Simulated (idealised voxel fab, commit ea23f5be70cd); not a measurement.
The process module that follows is named voxel transistor to metal.
In the cross-section labelled cut, the width is 205 nm and each square cell is 5 nm.
Square cells in a grid make up a cross-section in this document, and the grid is given as bands, listed from the top down, each one or more rows of cells.
The band entry comprises the height of the band's top followed by the height of its bottom, expressed in nm, and subsequently the band's materials from left to right, each stated together with its width in nm. Where a single material is marked with the word "edge to edge", that material fills the band from edge to edge. The word "empty" represents empty space.
Height is counted from the level 0, under which the received wafer is composed throughout of one material. The lowest of the bands is not closed at the bottom but continues downward, in the notation "0 nm and below".
Quick explanation for "30..40": the width changes in equal steps down the rows of cells, from the first number in the band's top row to the second number in its bottom row.
"nothing different" means the step left every cell of the cross-section as it was.
"Enclosed void list" specifies each empty space that is not open to the top and that occupies no fewer than 8 cells, using the form width x height at distance, the distance measured from the left edge and all three quantities in nm.
Where a step's line continues beyond its settings, the continuation is a remark by the simulator itself on that step.
You can add "overlay nm" to a step's line. For a step with a mask, it describes how far the mask lay to the right of its planned position, and a negative number describes a lay to the left.
## These are the steps we planned for the process
| 1 | RECEIVE (material Si) |
| 2 | CONFORMAL_DEP (material SiO2; thk nm 5) |
| 3 | CONFORMAL_DEP (material SiN; thk nm 10) |
| 4 | MASKED_ETCH (tone cover; mask id ACTIVE; width nm 110; etch materials SiN; depth nm 10; overlay nm 0) |
| 5 | MASKED_ETCH (tone cover; mask id ACTIVE; width nm 110; etch materials SiO2; depth nm 5; overlay nm 0) |
| 6 | MASKED_ETCH (tone cover; mask id ACTIVE; width nm 110; etch materials Si; depth nm 25; overlay nm 0) |
| 7 | FILL_DEP (material SiO2; thk nm 15) |
| 8 | CMP (height nm 15) |
| 9 | SELECTIVE_ETCH (etch materials SiO2; depth nm 5) |
| 10 | STRIP (etch materials SiN) |
| 11 | SELECTIVE_ETCH (etch materials SiO2; depth nm 5) |
| 12 | OXIDIZE (depth nm 5) |
| 13 | DIRECTIONAL_DEP (material polySi; thk nm 20) |
| 14 | DIRECTIONAL_DEP (material SiCN; thk nm 10) |
| 15 | MASKED_ETCH (tone cover; mask id GATE; width nm 20; etch materials SiCN; depth nm 20; overlay nm 0) |
| 16 | MASKED_ETCH (tone cover; mask id GATE; width nm 20; etch materials polySi; depth nm 30; overlay nm 0) |
| 17 | CONFORMAL_DEP (material SiN; thk nm 10) |
| 18 | DIRECTIONAL_ETCH (etch materials SiN; depth nm 10) |
| 19 | DIRECTIONAL_ETCH (etch materials SiO2; depth nm 5) |
| 20 | DIRECTIONAL_ETCH (etch materials Si; depth nm 5) |
| 21 | EPI (material SiGe; thk nm 5) |
| 22 | FILL_DEP (material SiO2; thk nm 5) |
| 23 | CMP (height nm 30) |
| 24 | DIRECTIONAL_DEP (material SiO2; thk nm 15) |
| 25 | PATTERN (tone open; mask id CONTACT; material resist; width nm 20; pitch nm 80; thk nm 15; overlay nm 0) |
| 26 | DIRECTIONAL_ETCH (etch materials SiO2; depth nm 50) |
| 27 | STRIP (etch materials resist) |
| 28 | CONFORMAL_DEP (material TiN; thk nm 5) |
| 29 | FILL_DEP (material W; thk nm 5) |
| 30 | CMP (height nm 45) |
| 31 | CONFORMAL_DEP (material SiCN; thk nm 5) |
| 32 | DIRECTIONAL_DEP (material lowk; thk nm 25) |
| 33 | MASKED_ETCH (tone open; mask id METAL_1; width nm 20; pitch nm 80; etch materials lowk; depth nm 25; overlay nm 0) |
| 34 | MASKED_ETCH (tone open; mask id METAL_1; width nm 20; pitch nm 80; etch materials SiCN; depth nm 5; overlay nm 0) |
| 35 | CONFORMAL_DEP (material TiN; thk nm 5) |
| 36 | FILL_DEP (material Cu; thk nm 10) |
| 37 | CMP (height nm 75) |
| 38 | CONFORMAL_DEP (material SiCN; thk nm 5) |
| 39 | DIRECTIONAL_DEP (material SiO2; thk nm 30) |
| 40 | MASKED_ETCH (tone open; mask id METAL_2; width nm 20; pitch nm 80; etch materials SiO2; depth nm 15; overlay nm 0) |
| 41 | MASKED_ETCH (tone open; mask id METAL_2_HOLES; width nm 15; pitch nm 80; etch materials SiO2; depth nm 15; overlay nm 0) |
| 42 | MASKED_ETCH (tone open; mask id METAL_2_HOLES; width nm 15; pitch nm 80; etch materials SiCN; depth nm 5; overlay nm 0) |
| 43 | CONFORMAL_DEP (material TiN; thk nm 5) |
| 44 | FILL_DEP (material Cu; thk nm 10) |
| 45 | CMP (height nm 110) |
| 46 | CONFORMAL_DEP (material SiCN; thk nm 5) |
## First wafer out of two, processed as planned
## Wafer as received: cross-section following step 1
> 0 nm and below | Si edge to edge
> Enclosed void list: none
## The wafer in cross-section once step 2 is complete
> 5 nm to 0 nm | SiO2 edge to edge
> Below a height of 0, the structure has not been altered.
## The wafer in cross-section once step 3 is complete
> 15 nm to 5 nm | SiN edge to edge
> Below a height of 5, the structure has not been altered.
## The wafer in cross-section once step 4 is complete
> 15 nm to 5 nm | 45 empty, then 110 SiN, then 50 empty
> Below a height of 5, the structure has not been altered.
## The wafer in cross-section once step 5 is complete
> 15 nm to 5 nm | 45 empty, then 110 SiN, then 50 empty
> 5 nm to 0 nm | 45 empty, then 110 SiO2, then 50 empty
> Below a height of 0, the structure has not been altered.
## The wafer in cross-section once step 6 is complete
> 15 nm to 5 nm | 45 empty, then 110 SiN, then 50 empty
> 5 nm to 0 nm | 45 empty, then 110 SiO2, then 50 empty
> 0 nm to -25 nm | 45 empty, then 110 Si, then 50 empty
> Below a height of -25, the structure has not been altered.
## The wafer in cross-section once step 7 is complete
> 30 nm to 15 nm | SiO2 edge to edge
> 15 nm to 5 nm | 45 SiO2, then 110 SiN, then 50 SiO2
> 5 nm to 0 nm | SiO2 edge to edge
> 0 nm to -25 nm | 45 SiO2, then 110 Si, then 50 SiO2
> Below a height of -25, the structure has not been altered.
## The wafer in cross-section once step 8 is complete
> 15 nm to 5 nm | 45 SiO2, then 110 SiN, then 50 SiO2
> Below a height of 5, the structure has not been altered.
## The wafer in cross-section once step 9 is complete
> 15 nm to 10 nm | 45 empty, then 110 SiN, then 50 empty
> Below a height of 10, the structure has not been altered.
## The wafer in cross-section once step 10 is complete
> 10 nm to 5 nm | 45 SiO2, then 110 empty, then 50 SiO2
> Below a height of 5, the structure has not been altered.
## The wafer in cross-section once step 11 is complete
> 5 nm to 0 nm | 40 SiO2, then 120 empty, then 45 SiO2
> Below a height of 0, the structure has not been altered.
## The wafer in cross-section once step 12 is complete
> 5 nm to 0 nm | 40 SiO2, then 120 empty, then 45 SiO2
> 0 nm to -5 nm | SiO2 edge to edge
> Below a height of -5, the structure has not been altered.
## The wafer in cross-section once step 13 is complete
> 25 nm to 20 nm | 40 polySi, then 120 empty, then 45 polySi
> 20 nm to 5 nm | polySi edge to edge
> 5 nm to 0 nm | 40 SiO2, then 120 polySi, then 45 SiO2
> Below a height of 0, the structure has not been altered.
## The wafer in cross-section once step 14 is complete
> 35 nm to 30 nm | 40 SiCN, then 120 empty, then 45 SiCN
> 30 nm to 25 nm | SiCN edge to edge
> 25 nm to 20 nm | 40 polySi, then 120 SiCN, then 45 polySi
> Below a height of 20, the structure has not been altered.
## The wafer in cross-section once step 15 is complete
> 30 nm to 25 nm | 90 empty, then 20 SiCN, then 95 empty
> 25 nm to 20 nm | 40 polySi, then 50 empty, then 20 SiCN, then 50 empty, then 45 polySi
> Below a height of 20, the structure has not been altered.
## The wafer in cross-section once step 16 is complete
> 30 nm to 20 nm | 90 empty, then 20 SiCN, then 95 empty
> 20 nm to 5 nm | 90 empty, then 20 polySi, then 95 empty
> 5 nm to 0 nm | 40 SiO2, then 50 empty, then 20 polySi, then 50 empty, then 45 SiO2
> Below a height of 0, the structure has not been altered.
## The wafer in cross-section once step 17 is complete
> 40 nm to 30 nm | 80 empty, then 40 SiN, then 85 empty
> 30 nm to 20 nm | 80 empty, then 10 SiN, then 20 SiCN, then 10 SiN, then 85 empty
> 20 nm to 15 nm | 80 empty, then 10 SiN, then 20 polySi, then 10 SiN, then 85 empty
> 15 nm to 10 nm | 50 SiN, then 30 empty, then 10 SiN, then 20 polySi, then 10 SiN, then 30 empty, then 55 SiN
> 10 nm to 5 nm | 90 SiN, then 20 polySi, then 95 SiN
> 5 nm to 0 nm | 40 SiO2, then 50 SiN, then 20 polySi, then 50 SiN, then 45 SiO2
> Below a height of 0, the structure has not been altered.
## The wafer in cross-section once step 18 is complete
> 30 nm to 20 nm | 80 empty, then 10 SiN, then 20 SiCN, then 10 SiN, then 85 empty
> 20 nm to 5 nm | 80 empty, then 10 SiN, then 20 polySi, then 10 SiN, then 85 empty
> 5 nm to 0 nm | 40 SiO2, then 10 SiN, then 30 empty, then 10 SiN, then 20 polySi, then 10 SiN, then 30 empty, then 10 SiN, then 45 SiO2
> Below a height of 0, the structure has not been altered.
## The wafer in cross-section once step 19 is complete
> 30 nm to 20 nm | 80 empty, then 10 SiN, then 20 SiCN, then 10 SiN, then 85 empty
> 20 nm to 5 nm | 80 empty, then 10 SiN, then 20 polySi, then 10 SiN, then 85 empty
> 5 nm to 0 nm | 40 empty, then 10 SiN, then 30 empty, then 10 SiN, then 20 polySi, then 10 SiN, then 30 empty, then 10 SiN, then 45 empty
> 0 nm to -5 nm | 50 SiO2, then 30 empty, then 40 SiO2, then 30 empty, then 55 SiO2
> Below a height of -5, the structure has not been altered.
## The wafer in cross-section once step 20 is complete
> 30 nm to 20 nm | 80 empty, then 10 SiN, then 20 SiCN, then 10 SiN, then 85 empty
> 20 nm to 5 nm | 80 empty, then 10 SiN, then 20 polySi, then 10 SiN, then 85 empty
> 5 nm to 0 nm | 40 empty, then 10 SiN, then 30 empty, then 10 SiN, then 20 polySi, then 10 SiN, then 30 empty, then 10 SiN, then 45 empty
> 0 nm to -5 nm | 50 SiO2, then 30 empty, then 40 SiO2, then 30 empty, then 55 SiO2
> -5 nm to -10 nm | 45 SiO2, then 5 Si, then 30 empty, then 40 Si, then 30 empty, then 5 Si, then 50 SiO2
> Below a height of -10, the structure has not been altered.
## The wafer in cross-section once step 21 is complete
> 30 nm to 20 nm | 80 empty, then 10 SiN, then 20 SiCN, then 10 SiN, then 85 empty
> 20 nm to 5 nm | 80 empty, then 10 SiN, then 20 polySi, then 10 SiN, then 85 empty
> 5 nm to 0 nm | 40 empty, then 10 SiN, then 30 empty, then 10 SiN, then 20 polySi, then 10 SiN, then 30 empty, then 10 SiN, then 45 empty
> 0 nm to -5 nm | 50 SiO2, then 5 SiGe, then 20 empty, then 5 SiGe, then 40 SiO2, then 5 SiGe, then 20 empty, then 5 SiGe, then 55 SiO2
> -5 nm to -10 nm | 45 SiO2, then 5 Si, then 30 SiGe, then 40 Si, then 30 SiGe, then 5 Si, then 50 SiO2
> Below a height of -10, the structure has not been altered.
## The wafer in cross-section once step 22 is complete
> 35 nm to 30 nm | SiO2 edge to edge
> 30 nm to 20 nm | 80 SiO2, then 10 SiN, then 20 SiCN, then 10 SiN, then 85 SiO2
> 20 nm to 5 nm | 80 SiO2, then 10 SiN, then 20 polySi, then 10 SiN, then 85 SiO2
> 5 nm to 0 nm | 40 SiO2, then 10 SiN, then 30 SiO2, then 10 SiN, then 20 polySi, then 10 SiN, then 30 SiO2, then 10 SiN, then 45 SiO2
> 0 nm to -5 nm | 50 SiO2, then 5 SiGe, then 20 SiO2, then 5 SiGe, then 40 SiO2, then 5 SiGe, then 20 SiO2, then 5 SiGe, then 55 SiO2
> Below a height of -5, the structure has not been altered.
## The wafer in cross-section once step 23 is complete
> 30 nm to 20 nm | 80 SiO2, then 10 SiN, then 20 SiCN, then 10 SiN, then 85 SiO2
> Below a height of 20, the structure has not been altered.
## The wafer in cross-section once step 24 is complete
> 45 nm to 30 nm | SiO2 edge to edge
> Below a height of 30, the structure has not been altered.
## The wafer in cross-section once step 25 is complete
> 60 nm to 45 nm | 50 resist, then 20 empty, then 60 resist, then 20 empty, then 55 resist
> Below a height of 45, the structure has not been altered.
## The wafer in cross-section once step 26 is complete
> 60 nm to 45 nm | 50 resist, then 20 empty, then 60 resist, then 20 empty, then 55 resist
> 45 nm to 30 nm | 50 SiO2, then 20 empty, then 60 SiO2, then 20 empty, then 55 SiO2
> 30 nm to 20 nm | 50 SiO2, then 20 empty, then 10 SiO2, then 10 SiN, then 20 SiCN, then 10 SiN, then 10 SiO2, then 20 empty, then 55 SiO2
> 20 nm to 5 nm | 50 SiO2, then 20 empty, then 10 SiO2, then 10 SiN, then 20 polySi, then 10 SiN, then 10 SiO2, then 20 empty, then 55 SiO2
> 5 nm to 0 nm | 40 SiO2, then 10 SiN, then 20 empty, then 10 SiO2, then 10 SiN, then 20 polySi, then 10 SiN, then 10 SiO2, then 20 empty, then 10 SiN, then 45 SiO2
> 0 nm to -5 nm | 50 SiO2, then 5 SiGe, then 15 empty, then 5 SiO2, then 5 SiGe, then 40 SiO2, then 5 SiGe, then 5 SiO2, then 15 empty, then 5 SiGe, then 55 SiO2
> Below a height of -5, the structure has not been altered.
## The wafer in cross-section once step 27 is complete
> 45 nm to 30 nm | 50 SiO2, then 20 empty, then 60 SiO2, then 20 empty, then 55 SiO2
> Below a height of 30, the structure has not been altered.
## The wafer in cross-section once step 28 is complete
> 50 nm to 45 nm | 55 TiN, then 10 empty, then 70 TiN, then 10 empty, then 60 TiN
> 45 nm to 30 nm | 50 SiO2, then 5 TiN, then 10 empty, then 5 TiN, then 60 SiO2, then 5 TiN, then 10 empty, then 5 TiN, then 55 SiO2
> 30 nm to 20 nm | 50 SiO2, then 5 TiN, then 10 empty, then 5 TiN, then 10 SiO2, then 10 SiN, then 20 SiCN, then 10 SiN, then 10 SiO2, then 5 TiN, then 10 empty, then 5 TiN, then 55 SiO2
> 20 nm to 5 nm | 50 SiO2, then 5 TiN, then 10 empty, then 5 TiN, then 10 SiO2, then 10 SiN, then 20 polySi, then 10 SiN, then 10 SiO2, then 5 TiN, then 10 empty, then 5 TiN, then 55 SiO2
> 5 nm to 0 nm | 40 SiO2, then 10 SiN, then 10 TiN, then 5 empty, then 5 TiN, then 10 SiO2, then 10 SiN, then 20 polySi, then 10 SiN, then 10 SiO2, then 5 TiN, then 5 empty, then 10 TiN, then 10 SiN, then 45 SiO2
> 0 nm to -5 nm | 50 SiO2, then 5 SiGe, then 15 TiN, then 5 SiO2, then 5 SiGe, then 40 SiO2, then 5 SiGe, then 5 SiO2, then 15 TiN, then 5 SiGe, then 55 SiO2
> Below a height of -5, the structure has not been altered.
## The wafer in cross-section once step 29 is complete
> 55 nm to 50 nm | W edge to edge
> 50 nm to 45 nm | 55 TiN, then 10 W, then 70 TiN, then 10 W, then 60 TiN
> 45 nm to 30 nm | 50 SiO2, then 5 TiN, then 10 W, then 5 TiN, then 60 SiO2, then 5 TiN, then 10 W, then 5 TiN, then 55 SiO2
> 30 nm to 20 nm | 50 SiO2, then 5 TiN, then 10 W, then 5 TiN, then 10 SiO2, then 10 SiN, then 20 SiCN, then 10 SiN, then 10 SiO2, then 5 TiN, then 10 W, then 5 TiN, then 55 SiO2
> 20 nm to 5 nm | 50 SiO2, then 5 TiN, then 10 W, then 5 TiN, then 10 SiO2, then 10 SiN, then 20 polySi, then 10 SiN, then 10 SiO2, then 5 TiN, then 10 W, then 5 TiN, then 55 SiO2
> 5 nm to 0 nm | 40 SiO2, then 10 SiN, then 10 TiN, then 5 W, then 5 TiN, then 10 SiO2, then 10 SiN, then 20 polySi, then 10 SiN, then 10 SiO2, then 5 TiN, then 5 W, then 10 TiN, then 10 SiN, then 45 SiO2
> Below a height of 0, the structure has not been altered.
## The wafer in cross-section once step 30 is complete
> 45 nm to 30 nm | 50 SiO2, then 5 TiN, then 10 W, then 5 TiN, then 60 SiO2, then 5 TiN, then 10 W, then 5 TiN, then 55 SiO2
> Below a height of 30, the structure has not been altered.
## The wafer in cross-section once step 31 is complete
> 50 nm to 45 nm | SiCN edge to edge
> Below a height of 45, the structure has not been altered.
## The wafer in cross-section once step 32 is complete
> 75 nm to 50 nm | lowk edge to edge
> Below a height of 50, the structure has not been altered.
## The wafer in cross-section once step 33 is complete
> 75 nm to 50 nm | 50 lowk, then 20 empty, then 60 lowk, then 20 empty, then 55 lowk
> Below a height of 50, the structure has not been altered.
## The wafer in cross-section once step 34 is complete
> 75 nm to 50 nm | 50 lowk, then 20 empty, then 60 lowk, then 20 empty, then 55 lowk
> 50 nm to 45 nm | 50 SiCN, then 20 empty, then 60 SiCN, then 20 empty, then 55 SiCN
> Below a height of 45, the structure has not been altered.
## The wafer in cross-section once step 35 is complete
> 80 nm to 75 nm | 55 TiN, then 10 empty, then 70 TiN, then 10 empty, then 60 TiN
> 75 nm to 50 nm | 50 lowk, then 5 TiN, then 10 empty, then 5 TiN, then 60 lowk, then 5 TiN, then 10 empty, then 5 TiN, then 55 lowk
> 50 nm to 45 nm | 50 SiCN, then 20 TiN, then 60 SiCN, then 20 TiN, then 55 SiCN
> Below a height of 45, the structure has not been altered.
## The wafer in cross-section once step 36 is complete
> 90 nm to 80 nm | Cu edge to edge
> 80 nm to 75 nm | 55 TiN, then 10 Cu, then 70 TiN, then 10 Cu, then 60 TiN
> 75 nm to 50 nm | 50 lowk, then 5 TiN, then 10 Cu, then 5 TiN, then 60 lowk, then 5 TiN, then 10 Cu, then 5 TiN, then 55 lowk
> Below a height of 50, the structure has not been altered.
## The wafer in cross-section once step 37 is complete
> 75 nm to 50 nm | 50 lowk, then 5 TiN, then 10 Cu, then 5 TiN, then 60 lowk, then 5 TiN, then 10 Cu, then 5 TiN, then 55 lowk
> Below a height of 50, the structure has not been altered.
## The wafer in cross-section once step 38 is complete
> 80 nm to 75 nm | SiCN edge to edge
> Below a height of 75, the structure has not been altered.
## The wafer in cross-section once step 39 is complete
> 110 nm to 80 nm | SiO2 edge to edge
> Below a height of 80, the structure has not been altered.
## The wafer in cross-section once step 40 is complete
> 110 nm to 95 nm | 50 SiO2, then 20 empty, then 60 SiO2, then 20 empty, then 55 SiO2
> Below a height of 95, the structure has not been altered.
## The wafer in cross-section once step 41 is complete
> 110 nm to 95 nm | 50 SiO2, then 20 empty, then 60 SiO2, then 20 empty, then 55 SiO2
> 95 nm to 80 nm | 50 SiO2, then 15 empty, then 65 SiO2, then 15 empty, then 60 SiO2
> Below a height of 80, the structure has not been altered.
## The wafer in cross-section once step 42 is complete
> 110 nm to 95 nm | 50 SiO2, then 20 empty, then 60 SiO2, then 20 empty, then 55 SiO2
> 95 nm to 80 nm | 50 SiO2, then 15 empty, then 65 SiO2, then 15 empty, then 60 SiO2
> 80 nm to 75 nm | 50 SiCN, then 15 empty, then 65 SiCN, then 15 empty, then 60 SiCN
> Below a height of 75, the structure has not been altered.
## The wafer in cross-section once step 43 is complete
> 115 nm to 110 nm | 55 TiN, then 10 empty, then 70 TiN, then 10 empty, then 60 TiN
> 110 nm to 100 nm | 50 SiO2, then 5 TiN, then 10 empty, then 5 TiN, then 60 SiO2, then 5 TiN, then 10 empty, then 5 TiN, then 55 SiO2
> 100 nm to 95 nm | 50 SiO2, then 5 TiN, then 5 empty, then 10 TiN, then 60 SiO2, then 5 TiN, then 5 empty, then 10 TiN, then 55 SiO2
> 95 nm to 80 nm | 50 SiO2, then 5 TiN, then 5 empty, then 5 TiN, then 65 SiO2, then 5 TiN, then 5 empty, then 5 TiN, then 60 SiO2
> 80 nm to 75 nm | 50 SiCN, then 15 TiN, then 65 SiCN, then 15 TiN, then 60 SiCN
> Below a height of 75, the structure has not been altered.
## The wafer in cross-section once step 44 is complete
> 125 nm to 115 nm | Cu edge to edge
> 115 nm to 110 nm | 55 TiN, then 10 Cu, then 70 TiN, then 10 Cu, then 60 TiN
> 110 nm to 100 nm | 50 SiO2, then 5 TiN, then 10 Cu, then 5 TiN, then 60 SiO2, then 5 TiN, then 10 Cu, then 5 TiN, then 55 SiO2
> 100 nm to 95 nm | 50 SiO2, then 5 TiN, then 5 Cu, then 10 TiN, then 60 SiO2, then 5 TiN, then 5 Cu, then 10 TiN, then 55 SiO2
> 95 nm to 80 nm | 50 SiO2, then 5 TiN, then 5 Cu, then 5 TiN, then 65 SiO2, then 5 TiN, then 5 Cu, then 5 TiN, then 60 SiO2
> Below a height of 80, the structure has not been altered.
## The wafer in cross-section once step 45 is complete
> 110 nm to 100 nm | 50 SiO2, then 5 TiN, then 10 Cu, then 5 TiN, then 60 SiO2, then 5 TiN, then 10 Cu, then 5 TiN, then 55 SiO2
> Below a height of 100, the structure has not been altered.
## The wafer in cross-section once step 46 is complete
> 115 nm to 110 nm | SiCN edge to edge
> Below a height of 110, the structure has not been altered.
## Here the second wafer is described. Its start and its plan were those of the first wafer. Its run contained one mistake. Up to and including step 35, it did exactly what the first wafer did
## The second wafer in cross-section, at the planned close of step 36
> 90 nm to 80 nm | W edge to edge
> 80 nm to 75 nm | 55 TiN, then 10 W, then 70 TiN, then 10 W, then 60 TiN
> 75 nm to 50 nm | 50 lowk, then 5 TiN, then 10 W, then 5 TiN, then 60 lowk, then 5 TiN, then 10 W, then 5 TiN, then 55 lowk
> Below a height of 50, the structure has not been altered.
## The second wafer in cross-section, at the planned close of step 37
> 75 nm to 50 nm | 50 lowk, then 5 TiN, then 10 W, then 5 TiN, then 60 lowk, then 5 TiN, then 10 W, then 5 TiN, then 55 lowk
> Below a height of 50, the structure has not been altered.
## The second wafer in cross-section, at the planned close of step 38
> 80 nm to 75 nm | SiCN edge to edge
> Below a height of 75, the structure has not been altered.
## The second wafer in cross-section, at the planned close of step 39
> 110 nm to 80 nm | SiO2 edge to edge
> Below a height of 80, the structure has not been altered.
## The second wafer in cross-section, at the planned close of step 40
> 110 nm to 95 nm | 50 SiO2, then 20 empty, then 60 SiO2, then 20 empty, then 55 SiO2
> Below a height of 95, the structure has not been altered.
## The second wafer in cross-section, at the planned close of step 41
> 110 nm to 95 nm | 50 SiO2, then 20 empty, then 60 SiO2, then 20 empty, then 55 SiO2
> 95 nm to 80 nm | 50 SiO2, then 15 empty, then 65 SiO2, then 15 empty, then 60 SiO2
> Below a height of 80, the structure has not been altered.
## The second wafer in cross-section, at the planned close of step 42
> 110 nm to 95 nm | 50 SiO2, then 20 empty, then 60 SiO2, then 20 empty, then 55 SiO2
> 95 nm to 80 nm | 50 SiO2, then 15 empty, then 65 SiO2, then 15 empty, then 60 SiO2
> 80 nm to 75 nm | 50 SiCN, then 15 empty, then 65 SiCN, then 15 empty, then 60 SiCN
> Below a height of 75, the structure has not been altered.
## The second wafer in cross-section, at the planned close of step 43
> 115 nm to 110 nm | 55 TiN, then 10 empty, then 70 TiN, then 10 empty, then 60 TiN
> 110 nm to 100 nm | 50 SiO2, then 5 TiN, then 10 empty, then 5 TiN, then 60 SiO2, then 5 TiN, then 10 empty, then 5 TiN, then 55 SiO2
> 100 nm to 95 nm | 50 SiO2, then 5 TiN, then 5 empty, then 10 TiN, then 60 SiO2, then 5 TiN, then 5 empty, then 10 TiN, then 55 SiO2
> 95 nm to 80 nm | 50 SiO2, then 5 TiN, then 5 empty, then 5 TiN, then 65 SiO2, then 5 TiN, then 5 empty, then 5 TiN, then 60 SiO2
> 80 nm to 75 nm | 50 SiCN, then 15 TiN, then 65 SiCN, then 15 TiN, then 60 SiCN
> Below a height of 75, the structure has not been altered.
## The second wafer in cross-section, at the planned close of step 44
> 125 nm to 115 nm | Cu edge to edge
> 115 nm to 110 nm | 55 TiN, then 10 Cu, then 70 TiN, then 10 Cu, then 60 TiN
> 110 nm to 100 nm | 50 SiO2, then 5 TiN, then 10 Cu, then 5 TiN, then 60 SiO2, then 5 TiN, then 10 Cu, then 5 TiN, then 55 SiO2
> 100 nm to 95 nm | 50 SiO2, then 5 TiN, then 5 Cu, then 10 TiN, then 60 SiO2, then 5 TiN, then 5 Cu, then 10 TiN, then 55 SiO2
> 95 nm to 80 nm | 50 SiO2, then 5 TiN, then 5 Cu, then 5 TiN, then 65 SiO2, then 5 TiN, then 5 Cu, then 5 TiN, then 60 SiO2
> Below a height of 80, the structure has not been altered.
## The second wafer in cross-section, at the planned close of step 45
> 110 nm to 100 nm | 50 SiO2, then 5 TiN, then 10 Cu, then 5 TiN, then 60 SiO2, then 5 TiN, then 10 Cu, then 5 TiN, then 55 SiO2
> Below a height of 100, the structure has not been altered.
## The second wafer in cross-section, at the planned close of step 46
> 115 nm to 110 nm | SiCN edge to edge
> Below a height of 110, the structure has not been altered.
Plan not followed: so step 36 ended up running with a different setting than we planned, it ran as FILL_DEP (material W; thk nm 10)
It is noted that, at the conclusion of processing, the second wafer exhibits a higher or lower cell count for certain materials relative to the first: 20 fewer of Cu; 20 more of W
